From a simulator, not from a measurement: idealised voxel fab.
Herein follows the process module entitled voxel gate over fins.
235 nm wide, 5 nm square cells: that's cross-section cut.
Cross-section spec: square-cell grid; bands listed top down; each band is one or more rows.
The band entry comprises the height of the band's top followed by the height of its bottom, expressed in nm, and subsequently the band's materials from left to right, each stated together with its width in nm. Where a single material is marked with the word "everywhere", that material fills the band from edge to edge. The word "air" represents empty space.
For the purposes of this specification, 0 denotes the height below which the wafer in its as-received condition is composed wholly of one material, and the lowermost band, lacking a lower limit, extends downward without end, as expressed in "0 nm and below".
Think of "30..40" as a width that walks from the first number to the second as you go down the band, top row to bottom row, taking equal-sized steps from row to row.
Any step labelled "same as before" changed none of the cells in the cross-section.
What "Fully sealed voids" gives you is every empty space of 8 cells or more that is cut off from the top. Each appears as width x height at distance, with the distance taken from the left edge and width, height and distance all in nm.
If you see something after the settings on a step's line, that's the simulator's own remark about that step.
Each step line may optionally specify "overlay nm", which for a step with a mask gives the rightward distance between the mask's planned place and where it lay, a negative value indicating the leftward direction.

## Intended process steps
1. RECEIVE, material Si
2. CONFORMAL_DEP, material SiN, thk nm 5
3. MASKED_ETCH, tone cover, mask id FINS, width nm 15, pitch nm 55, etch materials SiN, depth nm 5, overlay nm 0
4. MASKED_ETCH, tone cover, mask id FINS, width nm 15, pitch nm 55, etch materials Si, depth nm 40, overlay nm 0
5. OXIDIZE, depth nm 5
6. FILL_DEP, material SiO2, thk nm 10
7. CMP, height nm 5
8. PATTERN, tone open, mask id RAIL, material resist, width nm 15, thk nm 20, overlay nm 0
9. DIRECTIONAL_ETCH, etch materials SiO2, depth nm 40
10. STRIP, etch materials resist
11. CONFORMAL_DEP, material TiN, thk nm 5
12. FILL_DEP, material Ru, thk nm 5
13. CMP, height nm 5
14. SELECTIVE_ETCH, etch materials W Ru TiN, depth nm 25
15. FILL_DEP, material SiO2, thk nm 5
16. CMP, height nm 5
17. SELECTIVE_ETCH, etch materials SiO2, depth nm 15
18. STRIP, etch materials SiN
19. CONFORMAL_DEP, material HfO2, thk nm 5
20. CONFORMAL_DEP, material TiN, thk nm 5
21. CONFORMAL_DEP, material TiAl, thk nm 5
22. CONFORMAL_DEP, material TiN, thk nm 5
23. FILL_DEP, material W, thk nm 15
24. CMP, height nm 30
25. CONFORMAL_DEP, material SiN, thk nm 5

## As-received state of the wafer in cross-section, equivalent to post-step 1
    0 nm and below  Si everywhere
    Fully sealed voids: none

## Look at the cross-section after the module: the wafer started out the way shown above and the plan was the one shown above, yet one mistake was made along the way
    35 nm to 30 nm  SiN everywhere
    30 nm to 20 nm  W everywhere
    20 nm to 15 nm  TiN everywhere
    15 nm to 10 nm  TiAl everywhere
    10 nm to 5 nm  85 nm TiN, then 5 nm TiAl, then 50 nm TiN, then 5 nm TiAl, then 90 nm TiN
    5 nm to 0 nm  80 nm HfO2, then 15 nm TiN, then 40 nm HfO2, then 15 nm TiN, then 85 nm HfO2
    0 nm to -5 nm  75 nm Si, then 25 nm HfO2, then 30 nm Si, then 25 nm HfO2, then 80 nm Si
    -5 nm and below  Si everywhere
    Fully sealed voids: none
Processing error: rather than as planned, step 3 actually ran as MASKED_ETCH, tone open, mask id FINS, width nm 15, pitch nm 55, etch materials SiN, depth nm 5, overlay nm 0
